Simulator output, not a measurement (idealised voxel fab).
Documented hereafter: the process module known as voxel capacitor over wiring.
Cross-section cut spans 220 nm and uses square cells 5 nm in size.
The cross-sections in this document take the form of a grid made of square cells. They are written out as bands, in order from top to bottom. Each band consists of one or more rows of cells.
Heads up on the band format: heights come first, top then bottom, in nm. After that it's the materials left to right, each with its width in nm. A single material flagged "all across" fills the whole band edge to edge, and "air" means there's empty space there.
Heights are measured from 0, the level below which the as-received wafer is all one material; the lowest band has no bottom and continues downward, written as in "0 and below".
The expression "30 to 40" gives the width at the extremes of the band, the first number at its top row of cells and the second at its bottom row, with the width changing by equal amounts from each row to the next in between.
Step note "everything unchanged" = no cross-section cell changed.
"Sealed internal voids": empty spaces of 8 cells or more with no open way to the top, each given as width x height at distance, distance from the left edge, all in nm.
What comes after the settings on a step's line is commentary from the simulator itself on that step.
overlay nm: how far to the right of its planned place the mask lay on this masked step (negative: to the left).
STEPS IN THE PROCESS PLAN
1 RECEIVE (material Si)
2 CONFORMAL_DEP (material SiO2; thk nm 10)
3 DIRECTIONAL_DEP (material TiN; thk nm 5)
4 DIRECTIONAL_DEP (material W; thk nm 20)
5 MASKED_ETCH (tone cover; mask id METAL_1; width nm 30; pitch nm 100; etch materials W; depth nm 20; overlay nm 0)
6 MASKED_ETCH (tone cover; mask id METAL_1; width nm 30; pitch nm 100; etch materials TiN; depth nm 5; overlay nm 0)
7 CONFORMAL_DEP (material SiN; thk nm 5)
8 FILL_DEP (material lowk; thk nm 10)
9 CMP (height nm 35)
10 CONFORMAL_DEP (material SiCN; thk nm 5)
11 DIRECTIONAL_DEP (material lowk; thk nm 15)
12 PATTERN (tone open; mask id PLUG_1; material resist; width nm 15; thk nm 15; overlay nm 0)
13 DIRECTIONAL_ETCH (etch materials lowk; depth nm 15)
14 DIRECTIONAL_ETCH (etch materials SiCN; depth nm 5)
15 STRIP (etch materials resist)
16 EPI (material Ru; thk nm 10)
17 EPI (material Ru; thk nm 10)
18 DIRECTIONAL_DEP (material TiN; thk nm 10)
19 DIRECTIONAL_DEP (material Al2O3; thk nm 5)
20 DIRECTIONAL_DEP (material TiN; thk nm 5)
21 MASKED_ETCH (tone cover; mask id UPPER_PLATE; width nm 75; etch materials TiN; depth nm 5; overlay nm 0)
22 MASKED_ETCH (tone cover; mask id UPPER_PLATE; width nm 75; etch materials Al2O3; depth nm 5; overlay nm 0)
23 MASKED_ETCH (tone cover; mask id LOWER_PLATE; width nm 85; etch materials TiN; depth nm 10; overlay nm 0)
24 FILL_DEP (material SiO2; thk nm 15)
25 CMP (height nm 85)
26 MASKED_ETCH (tone open; mask id PLUG_2; width nm 15; etch materials SiO2; depth nm 10; overlay nm 0)
27 CONFORMAL_DEP (material TiN; thk nm 5)
28 FILL_DEP (material W; thk nm 10)
29 CMP (height nm 85)
30 CONFORMAL_DEP (material SiN; thk nm 5)
CROSS-SECTIONAL VIEW OF THE WAFER IN ITS AS-RECEIVED CONDITION, CORRESPONDING TO THE STATE AFTER STEP 1
- 0 and below  Si all across
- Sealed internal voids: none
SECTIONED VIEW, FIRST OF TWO WAFERS, AT THE CLOSE OF THE MODULE, PROCESSED AS INTENDED IN THE PLAN
- 90 down to 85  SiN all across
- 85 down to 80  70 SiO2 | 5 TiN | 5 W | 5 TiN | 135 SiO2
- 80 down to 70  70 to 60 SiO2 | 15 to 75 TiN | 135 to 85 SiO2
- 70 down to 65  60 SiO2 | 75 Al2O3 | 85 SiO2
- 65 down to 55  55 SiO2 | 85 TiN | 80 SiO2
- 55 down to 40  60 lowk | 15 Ru | 145 lowk
- 40 down to 35  60 SiCN | 15 Ru | 145 SiCN
- 35 down to 15  40 lowk | 5 SiN | 30 W | 5 SiN | 60 lowk | 5 SiN | 30 W | 5 SiN | 40 lowk
- 15 down to 10  45 SiN | 30 TiN | 70 SiN | 30 TiN | 45 SiN
- 10 down to 0  SiO2 all across
- 0 and below  Si all across
- Sealed internal voids: none
WAFER TWO (OF TWO), END-OF-MODULE CROSS-SECTION: START = WAFER ONE, PLAN = WAFER ONE, ONE RUN MISTAKE
- 90 down to 85  SiN all across
- 85 down to 80  70 SiO2 | 5 TiN | 5 W | 5 TiN | 135 SiO2
- 80 down to 70  70 to 60 SiO2 | 15 to 75 TiN | 135 to 85 SiO2
- 70 down to 65  60 SiO2 | 75 Al2O3 | 85 SiO2
- 65 down to 55  55 SiO2 | 85 TiN | 80 SiO2
- 55 down to 40  60 lowk | 15 Ru | 145 lowk
- 40 down to 35  60 SiCN | 15 Ru | 145 SiCN
- 35 down to 20  40 lowk | 5 SiN | 30 W | 5 SiN | 60 lowk | 5 SiN | 30 W | 5 SiN | 40 lowk
- 20 down to 15  35 lowk | 10 SiN | 30 W | 10 SiN | 50 lowk | 10 SiN | 30 W | 10 SiN | 35 lowk
- 15 down to 10  40 SiN | 40 TiN | 60 SiN | 40 TiN | 40 SiN
- 10 down to 0  SiO2 all across
- 0 and below  Si all across
- Sealed internal voids: none
Finding, execution versus plan: step 6 ran differently from the plan; actual operation with settings: MASKED_ETCH (tone cover; mask id METAL_1; width nm 40; pitch nm 100; etch materials TiN; depth nm 5; overlay nm 0)
Once processing is complete, comparing cell counts shows that the second wafer has more or fewer of certain materials than the first: 4 more of TiN; 4 fewer of lowk
